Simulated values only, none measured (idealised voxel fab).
Herein follows the process module entitled voxel wiring stack.
150 nm wide, 5 nm square cells: that's cross-section cut.
When this document writes out a cross-section, it uses a grid of square cells and lists it as bands, beginning at the top and moving down, with a band standing for one or more rows of cells.
The entry gives the band's vertical extent as a top height and a bottom height in nm, then its horizontal make-up as materials from left to right, each with a width in nm. "air" stands for empty space; a single material marked "everywhere" fills the band edge to edge.
Ref level 0: as-received wafer is one material below here. Bottom band extends down with no lower bound ("0 and below").
A two-number width, for instance "30 to 40", indicates that the width is equal to the first number in the top row of the band and to the second number in the bottom row, and that it changes by a constant amount per row of cells.
It should be understood that the words "nothing changed", when stated for a given step, signify that the cross-section underwent no change in any of its cells during that step.
Internal closed voids: empty space of 8 cells or more with no open way to the top, each as width x height at its distance from the left edge, in nm
Heads up: the bit after the settings on a step's line is the simulator's remark on that step.
"overlay nm", when on a step's line for a step with a mask, measures how far to the right of its planned place the mask lay; a negative measure means to the left.
Note on reading: below, each pair holds a cross-section from before one process step and one from after it; the one from after shows only down to the lowest band that changed. Beneath the pair, the step in between is stated along with its settings. The pairs can stem from different runs of this module on the same starting wafer. Where a pair's entry headed "State before" says so, and only there, that pair continues from the pair above it.

State before
  50 down to 35  Ru everywhere
  35 down to 30  TiN everywhere
  30 down to 0  SiO2 everywhere
  0 and below  Si everywhere
  Internal closed voids: none

Sectional View, Post-Process
  50 down to 35  air 15 nm, Ru 25 nm, air 20 nm, Ru 25 nm, air 20 nm, Ru 25 nm, air 20 nm
  Heights below 35 show no change.
  Internal closed voids: none
Process step (between the before and after cross-sections above): MASKED_ETCH: tone cover, mask id METAL_1, width nm 25, pitch nm 45, etch materials Ru, depth nm 15, overlay nm 0

State before: no separate figure, the pair right above already shows it after its step.

Sectional View, Post-Process
  50 down to 35  air 15 nm, Ru 25 nm, air 20 nm, Ru 25 nm, air 20 nm, Ru 25 nm, air 20 nm
  35 down to 30  air 15 nm, TiN 25 nm, air 20 nm, TiN 25 nm, air 20 nm, TiN 25 nm, air 20 nm
  Heights below 30 show no change.
  Internal closed voids: none
Process step (between the before and after cross-sections above): MASKED_ETCH: tone cover, mask id METAL_1, width nm 25, pitch nm 45, etch materials TiN, depth nm 5, overlay nm 0

State before: no separate figure, the pair right above already shows it after its step.

Sectional View, Post-Process
  55 down to 50  air 10 nm, SiN 35 nm, air 10 nm, SiN 35 nm, air 10 nm, SiN 35 nm, air 15 nm
  50 down to 35  air 10 nm, SiN 5 nm, Ru 25 nm, SiN 5 nm, air 10 nm, SiN 5 nm, Ru 25 nm, SiN 5 nm, air 10 nm, SiN 5 nm, Ru 25 nm, SiN 5 nm, air 15 nm
  35 down to 30  SiN 15 nm, TiN 25 nm, SiN 20 nm, TiN 25 nm, SiN 20 nm, TiN 25 nm, SiN 20 nm
  Heights below 30 show no change.
  Internal closed voids: none
Process step (between the before and after cross-sections above): CONFORMAL_DEP: material SiN, thk nm 5

State before: no separate figure, the pair right above already shows it after its step.

Sectional View, Post-Process
  60 down to 55  lowk everywhere
  55 down to 50  lowk 10 nm, SiN 35 nm, lowk 10 nm, SiN 35 nm, lowk 10 nm, SiN 35 nm, lowk 15 nm
  50 down to 35  lowk 10 nm, SiN 5 nm, Ru 25 nm, SiN 5 nm, lowk 10 nm, SiN 5 nm, Ru 25 nm, SiN 5 nm, lowk 10 nm, SiN 5 nm, Ru 25 nm, SiN 5 nm, lowk 15 nm
  Heights below 35 show no change.
  Internal closed voids: none
Process step (between the before and after cross-sections above): FILL_DEP: material lowk, thk nm 5

State before: no separate figure, the pair right above already shows it after its step.

Sectional View, Post-Process
  35 down to 30  SiN 15 nm, TiN 25 nm, SiN 20 nm, TiN 25 nm, SiN 20 nm, TiN 25 nm, SiN 20 nm
  Heights below 30 show no change.
  Internal closed voids: none
Process step (between the before and after cross-sections above): CMP: height nm 35

State before: no separate figure, the pair right above already shows it after its step.

Sectional View, Post-Process
  40 down to 35  SiCN everywhere
  Heights below 35 show no change.
  Internal closed voids: none
Process step (between the before and after cross-sections above): CONFORMAL_DEP: material SiCN, thk nm 5

State before: no separate figure, the pair right above already shows it after its step.

Sectional View, Post-Process
  55 down to 40  SiO2 everywhere
  Heights below 40 show no change.
  Internal closed voids: none
Process step (between the before and after cross-sections above): DIRECTIONAL_DEP: material SiO2, thk nm 15

State before: no separate figure, the pair right above already shows it after its step.

Sectional View, Post-Process
  55 down to 40  SiO2 15 nm, air 15 nm, SiO2 75 nm, air 15 nm, SiO2 30 nm
  Heights below 40 show no change.
  Internal closed voids: none
Process step (between the before and after cross-sections above): MASKED_ETCH: tone open, mask id PLUG_1, width nm 15, pitch nm 90, etch materials SiO2, depth nm 15, overlay nm 0

State before: no separate figure, the pair right above already shows it after its step.

Sectional View, Post-Process
  55 down to 40  SiO2 15 nm, air 15 nm, SiO2 75 nm, air 15 nm, SiO2 30 nm
  40 down to 35  SiCN 15 nm, air 15 nm, SiCN 75 nm, air 15 nm, SiCN 30 nm
  Heights below 35 show no change.
  Internal closed voids: none
Process step (between the before and after cross-sections above): MASKED_ETCH: tone open, mask id PLUG_1, width nm 15, pitch nm 90, etch materials SiCN, depth nm 5, overlay nm 0

State before: no separate figure, the pair right above already shows it after its step.

Sectional View, Post-Process
  60 down to 55  TiN 20 nm, air 5 nm, TiN 85 nm, air 5 nm, TiN 35 nm
  55 down to 40  SiO2 15 nm, TiN 5 nm, air 5 nm, TiN 5 nm, SiO2 75 nm, TiN 5 nm, air 5 nm, TiN 5 nm, SiO2 30 nm
  40 down to 35  SiCN 15 nm, TiN 15 nm, SiCN 75 nm, TiN 15 nm, SiCN 30 nm
  Heights below 35 show no change.
  Internal closed voids: none
Process step (between the before and after cross-sections above): CONFORMAL_DEP: material TiN, thk nm 5

State before: no separate figure, the pair right above already shows it after its step.

Sectional View, Post-Process
  70 down to 60  Cu everywhere
  60 down to 55  TiN 20 nm, Cu 5 nm, TiN 85 nm, Cu 5 nm, TiN 35 nm
  55 down to 40  SiO2 15 nm, TiN 5 nm, Cu 5 nm, TiN 5 nm, SiO2 75 nm, TiN 5 nm, Cu 5 nm, TiN 5 nm, SiO2 30 nm
  Heights below 40 show no change.
  Internal closed voids: none
Process step (between the before and after cross-sections above): FILL_DEP: material Cu, thk nm 10

State before: no separate figure, the pair right above already shows it after its step.

Sectional View, Post-Process
  55 down to 40  SiO2 15 nm, TiN 5 nm, Cu 5 nm, TiN 5 nm, SiO2 75 nm, TiN 5 nm, Cu 5 nm, TiN 5 nm, SiO2 30 nm
  Heights below 40 show no change.
  Internal closed voids: none
Process step (between the before and after cross-sections above): CMP: height nm 55

State before: no separate figure, the pair right above already shows it after its step.

Sectional View, Post-Process
  60 down to 55  SiCN everywhere
  Heights below 55 show no change.
  Internal closed voids: none
Process step (between the before and after cross-sections above): CONFORMAL_DEP: material SiCN, thk nm 5

State before: no separate figure, the pair right above already shows it after its step.

Sectional View, Post-Process
  75 down to 60  lowk everywhere
  Heights below 60 show no change.
  Internal closed voids: none
Process step (between the before and after cross-sections above): DIRECTIONAL_DEP: material lowk, thk nm 15

State before: no separate figure, the pair right above already shows it after its step.

Sectional View, Post-Process
  90 down to 75  aC everywhere
  Heights below 75 show no change.
  Internal closed voids: none
Process step (between the before and after cross-sections above): DIRECTIONAL_DEP: material aC, thk nm 15

State before: no separate figure, the pair right above already shows it after its step.

Sectional View, Post-Process
  120 down to 90  resist 15 nm, air 25 nm, resist 20 nm, air 25 nm, resist 20 nm, air 25 nm, resist 20 nm
  Heights below 90 show no change.
  Internal closed voids: none
Process step (between the before and after cross-sections above): PATTERN: tone open, mask id METAL_2, material resist, width nm 25, pitch nm 45, thk nm 30, overlay nm 0

State before: no separate figure, the pair right above already shows it after its step.

Sectional View, Post-Process
  105 down to 90  resist 15 nm, air 25 nm, resist 20 nm, air 25 nm, resist 20 nm, air 25 nm, resist 20 nm
  90 down to 75  aC 15 nm, air 25 nm, aC 20 nm, air 25 nm, aC 20 nm, air 25 nm, aC 20 nm
  Heights below 75 show no change.
  Internal closed voids: none
Process step (between the before and after cross-sections above): DIRECTIONAL_ETCH: etch materials aC, depth nm 15

State before: no separate figure, the pair right above already shows it after its step.

Sectional View, Post-Process
  90 down to 75  aC 15 nm, air 25 nm, aC 20 nm, air 25 nm, aC 20 nm, air 25 nm, aC 20 nm
  Heights below 75 show no change.
  Internal closed voids: none
Process step (between the before and after cross-sections above): STRIP: etch materials resist

State before: no separate figure, the pair right above already shows it after its step.

Sectional View, Post-Process
  90 down to 75  aC 15 nm, air 25 nm, aC 20 nm, air 25 nm, aC 20 nm, air 25 nm, aC 20 nm
  75 down to 60  lowk 15 nm, air 25 nm, lowk 20 nm, air 25 nm, lowk 20 nm, air 25 nm, lowk 20 nm
  Heights below 60 show no change.
  Internal closed voids: none
Process step (between the before and after cross-sections above): DIRECTIONAL_ETCH: etch materials lowk, depth nm 15

State before: no separate figure, the pair right above already shows it after its step.

Sectional View, Post-Process
  90 down to 75  aC 15 nm, air 25 nm, aC 20 nm, air 25 nm, aC 20 nm, air 25 nm, aC 20 nm
  75 down to 60  lowk 15 nm, air 25 nm, lowk 20 nm, air 25 nm, lowk 20 nm, air 25 nm, lowk 20 nm
  60 down to 55  SiCN 15 nm, air 25 nm, SiCN 20 nm, air 25 nm, SiCN 20 nm, air 25 nm, SiCN 20 nm
  Heights below 55 show no change.
  Internal closed voids: none
Process step (between the before and after cross-sections above): DIRECTIONAL_ETCH: etch materials SiCN, depth nm 5

State before: no separate figure, the pair right above already shows it after its step.

Sectional View, Post-Process
  75 down to 60  lowk 15 nm, air 25 nm, lowk 20 nm, air 25 nm, lowk 20 nm, air 25 nm, lowk 20 nm
  Heights below 60 show no change.
  Internal closed voids: none
Process step (between the before and after cross-sections above): STRIP: etch materials aC

State before: no separate figure, the pair right above already shows it after its step.

Sectional View, Post-Process
  80 down to 75  TiN 20 nm, air 15 nm, TiN 30 nm, air 15 nm, TiN 30 nm, air 15 nm, TiN 25 nm
  75 down to 60  lowk 15 nm, TiN 5 nm, air 15 nm, TiN 5 nm, lowk 20 nm, TiN 5 nm, air 15 nm, TiN 5 nm, lowk 20 nm, TiN 5 nm, air 15 nm, TiN 5 nm, lowk 20 nm
  60 down to 55  SiCN 15 nm, TiN 25 nm, SiCN 20 nm, TiN 25 nm, SiCN 20 nm, TiN 25 nm, SiCN 20 nm
  Heights below 55 show no change.
  Internal closed voids: none
Process step (between the before and after cross-sections above): CONFORMAL_DEP: material TiN, thk nm 5

State before: no separate figure, the pair right above already shows it after its step.

Sectional View, Post-Process
  90 down to 80  Ru everywhere
  80 down to 75  TiN 20 nm, Ru 15 nm, TiN 30 nm, Ru 15 nm, TiN 30 nm, Ru 15 nm, TiN 25 nm
  75 down to 60  lowk 15 nm, TiN 5 nm, Ru 15 nm, TiN 5 nm, lowk 20 nm, TiN 5 nm, Ru 15 nm, TiN 5 nm, lowk 20 nm, TiN 5 nm, Ru 15 nm, TiN 5 nm, lowk 20 nm
  Heights below 60 show no change.
  Internal closed voids: none
Process step (between the before and after cross-sections above): FILL_DEP: material Ru, thk nm 10

State before: no separate figure, the pair right above already shows it after its step.

Sectional View, Post-Process
  75 down to 60  lowk 15 nm, TiN 5 nm, Ru 15 nm, TiN 5 nm, lowk 20 nm, TiN 5 nm, Ru 15 nm, TiN 5 nm, lowk 20 nm, TiN 5 nm, Ru 15 nm, TiN 5 nm, lowk 20 nm
  Heights below 60 show no change.
  Internal closed voids: none
Process step (between the before and after cross-sections above): CMP: height nm 75

State before: no separate figure, the pair right above already shows it after its step.

Sectional View, Post-Process
  80 down to 75  SiCN everywhere
  Heights below 75 show no change.
  Internal closed voids: none
Process step (between the before and after cross-sections above): CONFORMAL_DEP: material SiCN, thk nm 5

State before: no separate figure, the pair right above already shows it after its step.

Sectional View, Post-Process
  115 down to 80  SiO2 everywhere
  Heights below 80 show no change.
  Internal closed voids: none
Process step (between the before and after cross-sections above): DIRECTIONAL_DEP: material SiO2, thk nm 35

State before: no separate figure, the pair right above already shows it after its step.

Sectional View, Post-Process
  115 down to 80  SiO2 15 nm, air 15 nm, SiO2 30 nm, air 15 nm, SiO2 30 nm, air 15 nm, SiO2 30 nm
  Heights below 80 show no change.
  Internal closed voids: none
Process step (between the before and after cross-sections above): MASKED_ETCH: tone open, mask id METAL_3_HOLES, width nm 15, pitch nm 45, etch materials SiO2, depth nm 35, overlay nm 0

State before: no separate figure, the pair right above already shows it after its step.

Sectional View, Post-Process
  130 down to 115  resist 15 nm, air 25 nm, resist 20 nm, air 25 nm, resist 20 nm, air 25 nm, resist 20 nm
  Heights below 115 show no change.
  Internal closed voids: none
Process step (between the before and after cross-sections above): PATTERN: tone open, mask id METAL_3, material resist, width nm 25, pitch nm 45, thk nm 15, overlay nm 0

State before: no separate figure, the pair right above already shows it after its step.

Sectional View, Post-Process
  130 down to 115  resist 15 nm, air 25 nm, resist 20 nm, air 25 nm, resist 20 nm, air 25 nm, resist 20 nm
  115 down to 95  SiO2 15 nm, air 25 nm, SiO2 20 nm, air 25 nm, SiO2 20 nm, air 25 nm, SiO2 20 nm
  Heights below 95 show no change.
  Internal closed voids: none
Process step (between the before and after cross-sections above): DIRECTIONAL_ETCH: etch materials SiO2, depth nm 20

State before: no separate figure, the pair right above already shows it after its step.

Sectional View, Post-Process
  130 down to 115  resist 15 nm, air 25 nm, resist 20 nm, air 25 nm, resist 20 nm, air 25 nm, resist 20 nm
  115 down to 95  SiO2 15 nm, air 25 nm, SiO2 20 nm, air 25 nm, SiO2 20 nm, air 25 nm, SiO2 20 nm
  95 down to 80  SiO2 15 nm, air 15 nm, SiO2 30 nm, air 15 nm, SiO2 30 nm, air 15 nm, SiO2 30 nm
  80 down to 75  SiCN 15 nm, air 15 nm, SiCN 30 nm, air 15 nm, SiCN 30 nm, air 15 nm, SiCN 30 nm
  Heights below 75 show no change.
  Internal closed voids: none
Process step (between the before and after cross-sections above): DIRECTIONAL_ETCH: etch materials SiCN, depth nm 5

State before: no separate figure, the pair right above already shows it after its step.

Sectional View, Post-Process
  115 down to 95  SiO2 15 nm, air 25 nm, SiO2 20 nm, air 25 nm, SiO2 20 nm, air 25 nm, SiO2 20 nm
  Heights below 95 show no change.
  Internal closed voids: none
Process step (between the before and after cross-sections above): STRIP: etch materials resist

State before: no separate figure, the pair right above already shows it after its step.

Sectional View, Post-Process
  120 down to 115  TiN 20 nm, air 15 nm, TiN 30 nm, air 15 nm, TiN 30 nm, air 15 nm, TiN 25 nm
  115 down to 100  SiO2 15 nm, TiN 5 nm, air 15 nm, TiN 5 nm, SiO2 20 nm, TiN 5 nm, air 15 nm, TiN 5 nm, SiO2 20 nm, TiN 5 nm, air 15 nm, TiN 5 nm, SiO2 20 nm
  100 down to 95  SiO2 15 nm, TiN 5 nm, air 5 nm, TiN 15 nm, SiO2 20 nm, TiN 5 nm, air 5 nm, TiN 15 nm, SiO2 20 nm, TiN 5 nm, air 5 nm, TiN 15 nm, SiO2 20 nm
  95 down to 80  SiO2 15 nm, TiN 5 nm, air 5 nm, TiN 5 nm, SiO2 30 nm, TiN 5 nm, air 5 nm, TiN 5 nm, SiO2 30 nm, TiN 5 nm, air 5 nm, TiN 5 nm, SiO2 30 nm
  80 down to 75  SiCN 15 nm, TiN 15 nm, SiCN 30 nm, TiN 15 nm, SiCN 30 nm, TiN 15 nm, SiCN 30 nm
  Heights below 75 show no change.
  Internal closed voids: none
Process step (between the before and after cross-sections above): CONFORMAL_DEP: material TiN, thk nm 5

State before: no separate figure, the pair right above already shows it after its step.

Sectional View, Post-Process
  125 down to 120  Cu everywhere
  120 down to 115  TiN 20 nm, Cu 15 nm, TiN 30 nm, Cu 15 nm, TiN 30 nm, Cu 15 nm, TiN 25 nm
  115 down to 100  SiO2 15 nm, TiN 5 nm, Cu 15 nm, TiN 5 nm, SiO2 20 nm, TiN 5 nm, Cu 15 nm, TiN 5 nm, SiO2 20 nm, TiN 5 nm, Cu 15 nm, TiN 5 nm, SiO2 20 nm
  100 down to 95  SiO2 15 nm, TiN 5 nm, Cu 5 nm, TiN 15 nm, SiO2 20 nm, TiN 5 nm, Cu 5 nm, TiN 15 nm, SiO2 20 nm, TiN 5 nm, Cu 5 nm, TiN 15 nm, SiO2 20 nm
  95 down to 80  SiO2 15 nm, TiN 5 nm, Cu 5 nm, TiN 5 nm, SiO2 30 nm, TiN 5 nm, Cu 5 nm, TiN 5 nm, SiO2 30 nm, TiN 5 nm, Cu 5 nm, TiN 5 nm, SiO2 30 nm
  Heights below 80 show no change.
  Internal closed voids: none
Process step (between the before and after cross-sections above): FILL_DEP: material Cu, thk nm 5

State before: no separate figure, the pair right above already shows it after its step.

Sectional View, Post-Process
  115 down to 100  SiO2 15 nm, TiN 5 nm, Cu 15 nm, TiN 5 nm, SiO2 20 nm, TiN 5 nm, Cu 15 nm, TiN 5 nm, SiO2 20 nm, TiN 5 nm, Cu 15 nm, TiN 5 nm, SiO2 20 nm
  Heights below 100 show no change.
  Internal closed voids: none
Process step (between the before and after cross-sections above): CMP: height nm 115

State before: no separate figure, the pair right above already shows it after its step.

Sectional View, Post-Process
  120 down to 115  SiN everywhere
  Heights below 115 show no change.
  Internal closed voids: none
Process step (between the before and after cross-sections above): CONFORMAL_DEP: material SiN, thk nm 5

State before
  0 and below  Si everywhere
  Internal closed voids: none

Sectional View, Post-Process
  5 down to 0  TiN everywhere
  Heights below 0 show no change.
  Internal closed voids: none
Process step (between the before and after cross-sections above): DIRECTIONAL_DEP: material TiN, thk nm 5

State before: no separate figure, the pair right above already shows it after its step.

Sectional View, Post-Process
  20 down to 5  SiO2 everywhere
  Heights below 5 show no change.
  Internal closed voids: none
Process step (between the before and after cross-sections above): CONFORMAL_DEP: material SiO2, thk nm 15

State before: no separate figure, the pair right above already shows it after its step.

Sectional View, Post-Process
  35 down to 20  Ru everywhere
  Heights below 20 show no change.
  Internal closed voids: none
Process step (between the before and after cross-sections above): DIRECTIONAL_DEP: material Ru, thk nm 15

State before: no separate figure, the pair right above already shows it after its step.

Sectional View, Post-Process
  35 down to 20  air 15 nm, Ru 25 nm, air 20 nm, Ru 25 nm, air 20 nm, Ru 25 nm, air 20 nm
  Heights below 20 show no change.
  Internal closed voids: none
Process step (between the before and after cross-sections above): MASKED_ETCH: tone cover, mask id METAL_1, width nm 25, pitch nm 45, etch materials Ru, depth nm 15, overlay nm 0

State before: no separate figure, the pair right above already shows it after its step.

Sectional View, Post-Process
  40 down to 35  air 10 nm, SiN 35 nm, air 10 nm, SiN 35 nm, air 10 nm, SiN 35 nm, air 15 nm
  35 down to 25  air 10 nm, SiN 5 nm, Ru 25 nm, SiN 5 nm, air 10 nm, SiN 5 nm, Ru 25 nm, SiN 5 nm, air 10 nm, SiN 5 nm, Ru 25 nm, SiN 5 nm, air 15 nm
  25 down to 20  SiN 15 nm, Ru 25 nm, SiN 20 nm, Ru 25 nm, SiN 20 nm, Ru 25 nm, SiN 20 nm
  Heights below 20 show no change.
  Internal closed voids: none
Process step (between the before and after cross-sections above): CONFORMAL_DEP: material SiN, thk nm 5

State before: no separate figure, the pair right above already shows it after its step.

Sectional View, Post-Process
  45 down to 40  lowk everywhere
  40 down to 35  lowk 10 nm, SiN 35 nm, lowk 10 nm, SiN 35 nm, lowk 10 nm, SiN 35 nm, lowk 15 nm
  35 down to 25  lowk 10 nm, SiN 5 nm, Ru 25 nm, SiN 5 nm, lowk 10 nm, SiN 5 nm, Ru 25 nm, SiN 5 nm, lowk 10 nm, SiN 5 nm, Ru 25 nm, SiN 5 nm, lowk 15 nm
  Heights below 25 show no change.
  Internal closed voids: none
Process step (between the before and after cross-sections above): FILL_DEP: material lowk, thk nm 5

State before: no separate figure, the pair right above already shows it after its step.

Sectional View, Post-Process
  35 down to 25  lowk 10 nm, SiN 5 nm, Ru 25 nm, SiN 5 nm, lowk 10 nm, SiN 5 nm, Ru 25 nm, SiN 5 nm, lowk 10 nm, SiN 5 nm, Ru 25 nm, SiN 5 nm, lowk 15 nm
  Heights below 25 show no change.
  Internal closed voids: none
Process step (between the before and after cross-sections above): CMP: height nm 35

State before: no separate figure, the pair right above already shows it after its step.

Sectional View, Post-Process
  40 down to 35  SiCN everywhere
  Heights below 35 show no change.
  Internal closed voids: none
Process step (between the before and after cross-sections above): CONFORMAL_DEP: material SiCN, thk nm 5

State before: no separate figure, the pair right above already shows it after its step.

Sectional View, Post-Process
  55 down to 40  SiO2 everywhere
  Heights below 40 show no change.
  Internal closed voids: none
Process step (between the before and after cross-sections above): DIRECTIONAL_DEP: material SiO2, thk nm 15

State before: no separate figure, the pair right above already shows it after its step.

Sectional View, Post-Process
  55 down to 40  SiO2 15 nm, air 15 nm, SiO2 75 nm, air 15 nm, SiO2 30 nm
  Heights below 40 show no change.
  Internal closed voids: none
Process step (between the before and after cross-sections above): MASKED_ETCH: tone open, mask id PLUG_1, width nm 15, pitch nm 90, etch materials SiO2, depth nm 15, overlay nm 0

State before: no separate figure, the pair right above already shows it after its step.

Sectional View, Post-Process
  55 down to 40  SiO2 15 nm, air 15 nm, SiO2 75 nm, air 15 nm, SiO2 30 nm
  40 down to 35  SiCN 15 nm, air 15 nm, SiCN 75 nm, air 15 nm, SiCN 30 nm
  Heights below 35 show no change.
  Internal closed voids: none
Process step (between the before and after cross-sections above): MASKED_ETCH: tone open, mask id PLUG_1, width nm 15, pitch nm 90, etch materials SiCN, depth nm 5, overlay nm 0

State before: no separate figure, the pair right above already shows it after its step.

Sectional View, Post-Process
  60 down to 55  TiN 20 nm, air 5 nm, TiN 85 nm, air 5 nm, TiN 35 nm
  55 down to 40  SiO2 15 nm, TiN 5 nm, air 5 nm, TiN 5 nm, SiO2 75 nm, TiN 5 nm, air 5 nm, TiN 5 nm, SiO2 30 nm
  40 down to 35  SiCN 15 nm, TiN 15 nm, SiCN 75 nm, TiN 15 nm, SiCN 30 nm
  Heights below 35 show no change.
  Internal closed voids: none
Process step (between the before and after cross-sections above): CONFORMAL_DEP: material TiN, thk nm 5

State before: no separate figure, the pair right above already shows it after its step.

Sectional View, Post-Process
  70 down to 60  Cu everywhere
  60 down to 55  TiN 20 nm, Cu 5 nm, TiN 85 nm, Cu 5 nm, TiN 35 nm
  55 down to 40  SiO2 15 nm, TiN 5 nm, Cu 5 nm, TiN 5 nm, SiO2 75 nm, TiN 5 nm, Cu 5 nm, TiN 5 nm, SiO2 30 nm
  Heights below 40 show no change.
  Internal closed voids: none
Process step (between the before and after cross-sections above): FILL_DEP: material Cu, thk nm 10

State before: no separate figure, the pair right above already shows it after its step.

Sectional View, Post-Process
  55 down to 40  SiO2 15 nm, TiN 5 nm, Cu 5 nm, TiN 5 nm, SiO2 75 nm, TiN 5 nm, Cu 5 nm, TiN 5 nm, SiO2 30 nm
  Heights below 40 show no change.
  Internal closed voids: none
Process step (between the before and after cross-sections above): CMP: height nm 55

State before: no separate figure, the pair right above already shows it after its step.

Sectional View, Post-Process
  60 down to 55  SiCN everywhere
  Heights below 55 show no change.
  Internal closed voids: none
Process step (between the before and after cross-sections above): CONFORMAL_DEP: material SiCN, thk nm 5

State before: no separate figure, the pair right above already shows it after its step.

Sectional View, Post-Process
  75 down to 60  lowk everywhere
  Heights below 60 show no change.
  Internal closed voids: none
Process step (between the before and after cross-sections above): DIRECTIONAL_DEP: material lowk, thk nm 15

State before: no separate figure, the pair right above already shows it after its step.

Sectional View, Post-Process
  90 down to 75  aC everywhere
  Heights below 75 show no change.
  Internal closed voids: none
Process step (between the before and after cross-sections above): DIRECTIONAL_DEP: material aC, thk nm 15

State before: no separate figure, the pair right above already shows it after its step.

Sectional View, Post-Process
  120 down to 90  resist 15 nm, air 25 nm, resist 20 nm, air 25 nm, resist 20 nm, air 25 nm, resist 20 nm
  Heights below 90 show no change.
  Internal closed voids: none
Process step (between the before and after cross-sections above): PATTERN: tone open, mask id METAL_2, material resist, width nm 25, pitch nm 45, thk nm 30, overlay nm 0

State before: no separate figure, the pair right above already shows it after its step.

Sectional View, Post-Process
  105 down to 90  resist 15 nm, air 25 nm, resist 20 nm, air 25 nm, resist 20 nm, air 25 nm, resist 20 nm
  90 down to 75  aC 15 nm, air 25 nm, aC 20 nm, air 25 nm, aC 20 nm, air 25 nm, aC 20 nm
  Heights below 75 show no change.
  Internal closed voids: none
Process step (between the before and after cross-sections above): DIRECTIONAL_ETCH: etch materials aC, depth nm 15

State before: no separate figure, the pair right above already shows it after its step.

Sectional View, Post-Process
  90 down to 75  aC 15 nm, air 25 nm, aC 20 nm, air 25 nm, aC 20 nm, air 25 nm, aC 20 nm
  Heights below 75 show no change.
  Internal closed voids: none
Process step (between the before and after cross-sections above): STRIP: etch materials resist

State before: no separate figure, the pair right above already shows it after its step.

Sectional View, Post-Process
  90 down to 75  aC 15 nm, air 25 nm, aC 20 nm, air 25 nm, aC 20 nm, air 25 nm, aC 20 nm
  75 down to 60  lowk 15 nm, air 25 nm, lowk 20 nm, air 25 nm, lowk 20 nm, air 25 nm, lowk 20 nm
  Heights below 60 show no change.
  Internal closed voids: none
Process step (between the before and after cross-sections above): DIRECTIONAL_ETCH: etch materials lowk, depth nm 15

State before: no separate figure, the pair right above already shows it after its step.

Sectional View, Post-Process
  90 down to 75  aC 15 nm, air 25 nm, aC 20 nm, air 25 nm, aC 20 nm, air 25 nm, aC 20 nm
  75 down to 60  lowk 15 nm, air 25 nm, lowk 20 nm, air 25 nm, lowk 20 nm, air 25 nm, lowk 20 nm
  60 down to 55  SiCN 15 nm, air 25 nm, SiCN 20 nm, air 25 nm, SiCN 20 nm, air 25 nm, SiCN 20 nm
  Heights below 55 show no change.
  Internal closed voids: none
Process step (between the before and after cross-sections above): DIRECTIONAL_ETCH: etch materials SiCN, depth nm 5

State before: no separate figure, the pair right above already shows it after its step.

Sectional View, Post-Process
  75 down to 60  lowk 15 nm, air 25 nm, lowk 20 nm, air 25 nm, lowk 20 nm, air 25 nm, lowk 20 nm
  Heights below 60 show no change.
  Internal closed voids: none
Process step (between the before and after cross-sections above): STRIP: etch materials aC

State before: no separate figure, the pair right above already shows it after its step.

Sectional View, Post-Process
  80 down to 75  TiN 20 nm, air 15 nm, TiN 30 nm, air 15 nm, TiN 30 nm, air 15 nm, TiN 25 nm
  75 down to 60  lowk 15 nm, TiN 5 nm, air 15 nm, TiN 5 nm, lowk 20 nm, TiN 5 nm, air 15 nm, TiN 5 nm, lowk 20 nm, TiN 5 nm, air 15 nm, TiN 5 nm, lowk 20 nm
  60 down to 55  SiCN 15 nm, TiN 25 nm, SiCN 20 nm, TiN 25 nm, SiCN 20 nm, TiN 25 nm, SiCN 20 nm
  Heights below 55 show no change.
  Internal closed voids: none
Process step (between the before and after cross-sections above): CONFORMAL_DEP: material TiN, thk nm 5

State before: no separate figure, the pair right above already shows it after its step.

Sectional View, Post-Process
  90 down to 80  Ru everywhere
  80 down to 75  TiN 20 nm, Ru 15 nm, TiN 30 nm, Ru 15 nm, TiN 30 nm, Ru 15 nm, TiN 25 nm
  75 down to 60  lowk 15 nm, TiN 5 nm, Ru 15 nm, TiN 5 nm, lowk 20 nm, TiN 5 nm, Ru 15 nm, TiN 5 nm, lowk 20 nm, TiN 5 nm, Ru 15 nm, TiN 5 nm, lowk 20 nm
  Heights below 60 show no change.
  Internal closed voids: none
Process step (between the before and after cross-sections above): FILL_DEP: material Ru, thk nm 10

State before: no separate figure, the pair right above already shows it after its step.

Sectional View, Post-Process
  75 down to 60  lowk 15 nm, TiN 5 nm, Ru 15 nm, TiN 5 nm, lowk 20 nm, TiN 5 nm, Ru 15 nm, TiN 5 nm, lowk 20 nm, TiN 5 nm, Ru 15 nm, TiN 5 nm, lowk 20 nm
  Heights below 60 show no change.
  Internal closed voids: none
Process step (between the before and after cross-sections above): CMP: height nm 75

State before: no separate figure, the pair right above already shows it after its step.

Sectional View, Post-Process
  80 down to 75  SiCN everywhere
  Heights below 75 show no change.
  Internal closed voids: none
Process step (between the before and after cross-sections above): CONFORMAL_DEP: material SiCN, thk nm 5

State before: no separate figure, the pair right above already shows it after its step.

Sectional View, Post-Process
  115 down to 80  SiO2 everywhere
  Heights below 80 show no change.
  Internal closed voids: none
Process step (between the before and after cross-sections above): DIRECTIONAL_DEP: material SiO2, thk nm 35

State before: no separate figure, the pair right above already shows it after its step.

Sectional View, Post-Process
  115 down to 80  SiO2 15 nm, air 15 nm, SiO2 30 nm, air 15 nm, SiO2 30 nm, air 15 nm, SiO2 30 nm
  Heights below 80 show no change.
  Internal closed voids: none
Process step (between the before and after cross-sections above): MASKED_ETCH: tone open, mask id METAL_3_HOLES, width nm 15, pitch nm 45, etch materials SiO2, depth nm 35, overlay nm 0

State before: no separate figure, the pair right above already shows it after its step.

Sectional View, Post-Process
  130 down to 115  resist 15 nm, air 25 nm, resist 20 nm, air 25 nm, resist 20 nm, air 25 nm, resist 20 nm
  Heights below 115 show no change.
  Internal closed voids: none
Process step (between the before and after cross-sections above): PATTERN: tone open, mask id METAL_3, material resist, width nm 25, pitch nm 45, thk nm 15, overlay nm 0

State before: no separate figure, the pair right above already shows it after its step.

Sectional View, Post-Process
  130 down to 115  resist 15 nm, air 25 nm, resist 20 nm, air 25 nm, resist 20 nm, air 25 nm, resist 20 nm
  115 down to 95  SiO2 15 nm, air 25 nm, SiO2 20 nm, air 25 nm, SiO2 20 nm, air 25 nm, SiO2 20 nm
  Heights below 95 show no change.
  Internal closed voids: none
Process step (between the before and after cross-sections above): DIRECTIONAL_ETCH: etch materials SiO2, depth nm 20

State before: no separate figure, the pair right above already shows it after its step.

Sectional View, Post-Process
  130 down to 115  resist 15 nm, air 25 nm, resist 20 nm, air 25 nm, resist 20 nm, air 25 nm, resist 20 nm
  115 down to 95  SiO2 15 nm, air 25 nm, SiO2 20 nm, air 25 nm, SiO2 20 nm, air 25 nm, SiO2 20 nm
  95 down to 80  SiO2 15 nm, air 15 nm, SiO2 30 nm, air 15 nm, SiO2 30 nm, air 15 nm, SiO2 30 nm
  80 down to 75  SiCN 15 nm, air 15 nm, SiCN 30 nm, air 15 nm, SiCN 30 nm, air 15 nm, SiCN 30 nm
  Heights below 75 show no change.
  Internal closed voids: none
Process step (between the before and after cross-sections above): DIRECTIONAL_ETCH: etch materials SiCN, depth nm 5
